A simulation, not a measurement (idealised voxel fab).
A process module follows: voxel released beams.
Xsec cut, 150 nm wide, square cell size 5 nm.
Format of a cross-section: grid, square cells. Given as bands. Order: top down. Band: one or more rows of cells.
Top, bottom (nm), then materials left to right with widths (nm); lone material tagged "edge to edge" fills the whole band edge to edge; "blank" = empty space.
Heights are expressed relative to 0, this being the level below which the as-received wafer comprises one material exclusively. The lowest band is unbounded in the downward direction and is denoted as in "from 0 down".
The width entry "30->40" should be interpreted row by row: the top row of cells in the band takes the first number, the bottom row takes the second number, and the change between adjacent rows is uniform throughout.
Where a step carries "nothing changed", the cross-section came out of it unchanged, cell for cell.
Closed-off voids of 8+ cells (no open route to the top) go in "Enclosed cavity list", written width x height at distance from the left edge, in nm.
Heads up: the bit after the settings on a step's line is the simulator's remark on that step.
overlay nm: for a step with a mask, the amount by which the mask lay right of where it was planned; a negative amount means left of it.

# Planned step list for the process
1,RECEIVE (material Si)
2,CONFORMAL_DEP (material SiN; thk nm 10)
3,DIRECTIONAL_DEP (material SiO2; thk nm 20)
4,DIRECTIONAL_DEP (material aC; thk nm 15)
5,PATTERN (tone open; mask id ANCHOR; material resist; width nm 25; thk nm 30; overlay nm 0)
6,DIRECTIONAL_ETCH (etch materials aC; depth nm 15)
7,STRIP (etch materials resist)
8,DIRECTIONAL_ETCH (etch materials SiO2; depth nm 20)
9,STRIP (etch materials aC)
10,CONFORMAL_DEP (material TiN; thk nm 10)
11,MASKED_ETCH (tone cover; mask id BEAM; width nm 85; etch materials TiN; depth nm 10; overlay nm 0)
12,STRIP (etch materials SiO2)

# The first wafer of two, processed as planned

# Cross-section of the wafer as it came to us, i.e., already through step 1
  from 0 down  Si edge to edge
  Enclosed cavity list: none

# Take a look at the wafer's cross-section after step 2
  from 10 to 0  SiN edge to edge
  Below a height of 0, the structure has not been altered.

# Take a look at the wafer's cross-section after step 3
  from 30 to 10  SiO2 edge to edge
  Below a height of 10, the structure has not been altered.

# Take a look at the wafer's cross-section after step 4
  from 45 to 30  aC edge to edge
  Below a height of 30, the structure has not been altered.

# Take a look at the wafer's cross-section after step 5
  from 75 to 45  resist 35 nm, then blank 25 nm, then resist 90 nm
  Below a height of 45, the structure has not been altered.

# Take a look at the wafer's cross-section after step 6
  from 60 to 45  resist 35 nm, then blank 25 nm, then resist 90 nm
  from 45 to 30  aC 35 nm, then blank 25 nm, then aC 90 nm
  Below a height of 30, the structure has not been altered.

# Take a look at the wafer's cross-section after step 7
  from 45 to 30  aC 35 nm, then blank 25 nm, then aC 90 nm
  Below a height of 30, the structure has not been altered.

# Take a look at the wafer's cross-section after step 8
  from 45 to 30  aC 35 nm, then blank 25 nm, then aC 90 nm
  from 30 to 10  SiO2 35 nm, then blank 25 nm, then SiO2 90 nm
  Below a height of 10, the structure has not been altered.

# Take a look at the wafer's cross-section after step 9
  from 30 to 10  SiO2 35 nm, then blank 25 nm, then SiO2 90 nm
  Below a height of 10, the structure has not been altered.

# Take a look at the wafer's cross-section after step 10
  from 40 to 30  TiN 45 nm, then blank 5 nm, then TiN 100 nm
  from 30 to 20  SiO2 35 nm, then TiN 10 nm, then blank 5 nm, then TiN 10 nm, then SiO2 90 nm
  from 20 to 10  SiO2 35 nm, then TiN 25 nm, then SiO2 90 nm
  Below a height of 10, the structure has not been altered.

# Take a look at the wafer's cross-section after step 11
  from 40 to 30  blank 30 nm, then TiN 15 nm, then blank 5 nm, then TiN 65 nm, then blank 35 nm
  Below a height of 30, the structure has not been altered.

# Take a look at the wafer's cross-section after step 12
  from 40 to 30  blank 30 nm, then TiN 15 nm, then blank 5 nm, then TiN 65 nm, then blank 35 nm
  from 30 to 20  blank 35 nm, then TiN 10 nm, then blank 5 nm, then TiN 10 nm, then blank 90 nm
  from 20 to 10  blank 35 nm, then TiN 25 nm, then blank 90 nm
  Below a height of 10, the structure has not been altered.

# Second wafer, same starting state and plan as the first, one mistake in the run, identical through step 3

# Here is the second wafer in cross-section at the point where step 4 of the plan should have been done
  from 45 to 30  TiN edge to edge
  Below a height of 30, the structure has not been altered.

# Here is the second wafer in cross-section at the point where step 5 of the plan should have been done
  from 75 to 45  resist 35 nm, then blank 25 nm, then resist 90 nm
  Below a height of 45, the structure has not been altered.

# Here is the second wafer in cross-section at the point where step 6 of the plan should have been done
  from 60 to 45  resist 35 nm, then blank 25 nm, then resist 90 nm
  Below a height of 45, the structure has not been altered.

# Here is the second wafer in cross-section at the point where step 7 of the plan should have been done
  from 45 to 30  TiN edge to edge
  Below a height of 30, the structure has not been altered.

Here is the second wafer in cross-section at the point where step 8 of the plan should have been done: nothing changed

Here is the second wafer in cross-section at the point where step 9 of the plan should have been done: nothing changed

# Here is the second wafer in cross-section at the point where step 10 of the plan should have been done
  from 55 to 30  TiN edge to edge
  Below a height of 30, the structure has not been altered.

# Here is the second wafer in cross-section at the point where step 11 of the plan should have been done
  from 55 to 45  blank 30 nm, then TiN 85 nm, then blank 35 nm
  Below a height of 45, the structure has not been altered.

Here is the second wafer in cross-section at the point where step 12 of the plan should have been done: nothing changed
It is concluded that the wafer was processed incorrectly with respect to the plan, in that step 4 ran as: DIRECTIONAL_DEP (material TiN; thk nm 15)
Once processing is complete, comparing cell counts shows that the second wafer has more or fewer of certain materials than the first: 120 more of SiO2; 74 more of TiN
